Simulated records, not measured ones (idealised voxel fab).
The following is a process module called voxel released beams.
FYI the section here is cut, 285 nm wide, cells are 5 nm squares.
Square cells in a grid make up a cross-section in this document, and the grid is given as bands, listed from the top down, each one or more rows of cells.
Basically the band line says how high the top is and how high the bottom is, in nm, and then what's in it from left to right, every material with its width in nm. Empty space shows up as "empty", and if a single material carries "edge to edge" it runs the full band edge to edge.
Heads up on the height convention: 0 is the point under which the incoming wafer is all one material, and the lowest band has no bottom, it just keeps going down, like "0..down".
The width entry "30->40" should be interpreted row by row: the top row of cells in the band takes the first number, the bottom row takes the second number, and the change between adjacent rows is uniform throughout.
The designation "changes: none", where it is given for a processing step, indicates that no cell of the cross-section was altered in the course of that step.
Entry "Entrapped voids" = empty spaces >= 8 cells with no open way to the top; each as width x height at distance, distance from left edge, all nm.
Where a step's line continues beyond its settings, the continuation is a remark by the simulator itself on that step.
When a step includes a mask, the "overlay nm" setting on its line states how far to the right of its planned place that mask lay, and negative values state how far to the left.

THIS SECTION LISTS THE PROCESS STEPS THAT WERE PLANNED
1,RECEIVE [material Si]
2,CONFORMAL_DEP [material SiN] [thk nm 5]
3,DIRECTIONAL_DEP [material SiO2] [thk nm 10]
4,PATTERN [tone open] [mask id ANCHOR] [material resist] [width nm 35] [thk nm 15] [overlay nm 0]
5,DIRECTIONAL_ETCH [etch materials SiO2] [depth nm 10]
6,STRIP [etch materials resist]
7,CONFORMAL_DEP [material polySi] [thk nm 15]
8,DIRECTIONAL_DEP [material aC] [thk nm 10]
9,PATTERN [tone cover] [mask id BEAM] [material resist] [width nm 115] [thk nm 25] [overlay nm 0]
10,DIRECTIONAL_ETCH [etch materials aC] [depth nm 10]
11,STRIP [etch materials resist]
12,DIRECTIONAL_ETCH [etch materials polySi] [depth nm 15]
13,STRIP [etch materials aC]
14,STRIP [etch materials SiO2]

STEP 1 COMPLETE: CROSS-SECTION OF THE WAFER AS RECEIVED
	0..down = Si edge to edge
	Entrapped voids: none

END-OF-MODULE XS, FIRST OF TWO WAFERS, RUN AS PLANNED
	30..20 = empty=80 | polySi=20 | empty=5 | polySi=90 | empty=90
	20..15 = empty=80 | polySi=115 | empty=90
	15..5 = empty=85 | polySi=35 | empty=165
	5..0 = SiN edge to edge
	0..down = Si edge to edge
	Entrapped voids: none

SECOND WAFER CROSS-SECTION AT END OF MODULE - SHARED START AND PLAN WITH THE FIRST, ONE MISTAKE IN THE RUN
	25..15 = empty=80 | polySi=20 | empty=5 | polySi=90 | empty=90
	15..10 = empty=80 | polySi=115 | empty=90
	10..0 = empty=85 | polySi=35 | empty=165
	0..down = Si edge to edge
	Entrapped voids: none
Finding, execution versus plan: skipped: plan step 2 (never run)
In the final state, the cell counts of the second wafer exceed or fall short of those of the first for the following materials: SiN -57
